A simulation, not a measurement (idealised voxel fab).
Proc. module: voxel gate over fins
It is cross-section cut that appears here, measuring 145 nm in width, its square cells being 5 nm in size.
Reading order for cross-sections: top band down to bottom band. Underlying form: a grid of square cells. Band size: one or more rows of cells. Heads up on the band format: heights come first, top then bottom, in nm. After that it's the materials left to right, each with its width in nm. A single material flagged "everywhere" fills the whole band edge to edge, and "air" means there's empty space there. Zero point of the height axis is 0; under it, received wafer = one material. Lowest band: continues down indefinitely, "0 and below". Read "30->40" as a graded width: first number on top, second number at the bottom, same change between each pair of neighbouring rows. "remained unchanged", as given for a step, is the statement that not any cell of the cross-section underwent a change during that step. "Enclosed cavity list" enumerates empty spaces isolated from the top, with no open way to it, that contain at least 8 cells, giving each as width x height at distance from the left edge, all three in nm. The remark found on a step's line after its settings is issued by the simulator itself and pertains to that step. A step line may carry the setting "overlay nm", which, for steps involving a mask, states the distance by which the mask lay to the right of its intended position; negative values denote displacement to the left.

## Steps in the process plan
1. RECEIVE [material Si]
2. CONFORMAL_DEP [material SiN] [thk nm 5]
3. PATTERN [tone cover] [mask id FINS] [material resist] [width nm 15] [pitch nm 50] [thk nm 15] [overlay nm 0]
4. DIRECTIONAL_ETCH [etch materials SiN] [depth nm 5]
5. DIRECTIONAL_ETCH [etch materials Si] [depth nm 40]
6. STRIP [etch materials resist]
7. FILL_DEP [material SiO2] [thk nm 15]
8. CMP [height nm 5]
9. PATTERN [tone open] [mask id RAIL] [material resist] [width nm 15] [thk nm 15] [overlay nm 0]
10. DIRECTIONAL_ETCH [etch materials SiO2] [depth nm 40]
11. STRIP [etch materials resist]
12. CONFORMAL_DEP [material TiN] [thk nm 5]
13. FILL_DEP [material Ru] [thk nm 5]
14. CMP [height nm 5]
15. SELECTIVE_ETCH [etch materials W Ru TiN] [depth nm 20]
16. FILL_DEP [material SiO2] [thk nm 5]
17. CMP [height nm 5]
18. SELECTIVE_ETCH [etch materials SiO2] [depth nm 15]
19. STRIP [etch materials SiN]
20. CONFORMAL_DEP [material HfO2] [thk nm 5]
21. CONFORMAL_DEP [material TiN] [thk nm 5]
22. CONFORMAL_DEP [material TiAl] [thk nm 5]
23. CONFORMAL_DEP [material TiN] [thk nm 5]
24. FILL_DEP [material W] [thk nm 15]
25. CMP [height nm 30]
26. CONFORMAL_DEP [material SiN] [thk nm 10]

## As-received state of the wafer in cross-section, equivalent to post-step 1
    0 and below  Si everywhere
    Enclosed cavity list: none

## Cross-sectional view of the first of the two wafers upon completion of the module, processed in accordance with the plan
    40 down to 30  SiN everywhere
    30 down to 20  W everywhere
    20 down to 15  TiN everywhere
    15 down to 10  TiAl 45 nm; TiN 5 nm; TiAl 45 nm; TiN 5 nm; TiAl 45 nm
    10 down to 5  TiAl 5 nm; TiN 35 nm; TiAl 5 nm; TiN 5 nm; TiAl 5 nm; TiN 35 nm; TiAl 5 nm; TiN 5 nm; TiAl 5 nm; TiN 35 nm; TiAl 5 nm
    5 down to 0  TiAl 5 nm; TiN 5 nm; HfO2 25 nm; TiN 5 nm; TiAl 15 nm; TiN 5 nm; HfO2 25 nm; TiN 5 nm; TiAl 15 nm; TiN 5 nm; HfO2 25 nm; TiN 5 nm; TiAl 5 nm
    0 down to -5  TiN 10 nm; HfO2 5 nm; Si 15 nm; HfO2 5 nm; TiN 25 nm; HfO2 5 nm; Si 15 nm; HfO2 5 nm; TiN 25 nm; HfO2 5 nm; Si 15 nm; HfO2 5 nm; TiN 10 nm
    -5 down to -10  HfO2 15 nm; Si 15 nm; HfO2 35 nm; Si 15 nm; HfO2 35 nm; Si 15 nm; HfO2 15 nm
    -10 down to -15  SiO2 15 nm; Si 15 nm; SiO2 35 nm; Si 15 nm; SiO2 35 nm; Si 15 nm; SiO2 15 nm
    -15 down to -30  SiO2 15 nm; Si 15 nm; SiO2 10 nm; TiN 5 nm; Ru 5 nm; TiN 5 nm; SiO2 10 nm; Si 15 nm; SiO2 35 nm; Si 15 nm; SiO2 15 nm
    -30 down to -35  SiO2 15 nm; Si 15 nm; SiO2 10 nm; TiN 15 nm; SiO2 10 nm; Si 15 nm; SiO2 35 nm; Si 15 nm; SiO2 15 nm
    -35 down to -40  SiO2 15 nm; Si 15 nm; SiO2 35 nm; Si 15 nm; SiO2 35 nm; Si 15 nm; SiO2 15 nm
    -40 and below  Si everywhere
    Enclosed cavity list: none

## Cross-section at end of module for the second wafer of two, which matched the first in starting point and plan and differed by one mistake in its processing
    40 down to 30  SiN everywhere
    30 down to 20  W everywhere
    20 down to 15  TiN everywhere
    15 down to 10  TiAl 45 nm; TiN 5 nm; TiAl 45 nm; TiN 5 nm; TiAl 45 nm
    10 down to 5  TiAl 5 nm; TiN 35 nm; TiAl 5 nm; TiN 5 nm; TiAl 5 nm; TiN 35 nm; TiAl 5 nm; TiN 5 nm; TiAl 5 nm; TiN 35 nm; TiAl 5 nm
    5 down to 0  TiAl 5 nm; TiN 5 nm; HfO2 25 nm; TiN 5 nm; TiAl 15 nm; TiN 5 nm; HfO2 25 nm; TiN 5 nm; TiAl 15 nm; TiN 5 nm; HfO2 25 nm; TiN 5 nm; TiAl 5 nm
    0 down to -5  TiN 10 nm; HfO2 5 nm; Si 15 nm; HfO2 5 nm; TiN 25 nm; HfO2 5 nm; Si 15 nm; HfO2 5 nm; TiN 25 nm; HfO2 5 nm; Si 15 nm; HfO2 5 nm; TiN 10 nm
    -5 down to -10  HfO2 15 nm; Si 15 nm; HfO2 35 nm; Si 15 nm; HfO2 35 nm; Si 15 nm; HfO2 15 nm
    -10 down to -15  SiO2 15 nm; Si 15 nm; SiO2 35 nm; Si 15 nm; SiO2 35 nm; Si 15 nm; SiO2 15 nm
    -15 down to -30  SiO2 15 nm; Si 15 nm; SiO2 5 nm; TiN 5 nm; Ru 15 nm; TiN 5 nm; SiO2 5 nm; Si 15 nm; SiO2 35 nm; Si 15 nm; SiO2 15 nm
    -30 down to -35  SiO2 15 nm; Si 15 nm; SiO2 5 nm; TiN 25 nm; SiO2 5 nm; Si 15 nm; SiO2 35 nm; Si 15 nm; SiO2 15 nm
    -35 down to -40  SiO2 15 nm; Si 15 nm; SiO2 35 nm; Si 15 nm; SiO2 35 nm; Si 15 nm; SiO2 15 nm
    -40 and below  Si everywhere
    Enclosed cavity list: none
What broke from the plan during processing? step 9, actual vs plan mismatch, actual run PATTERN [tone open] [mask id RAIL] [material resist] [width nm 25] [thk nm 15] [overlay nm 0]
It is noted that, at the conclusion of processing, the second wafer exhibits a higher or lower cell count for certain materials relative to the first: Ru +6 | SiO2 -8 | TiN +2
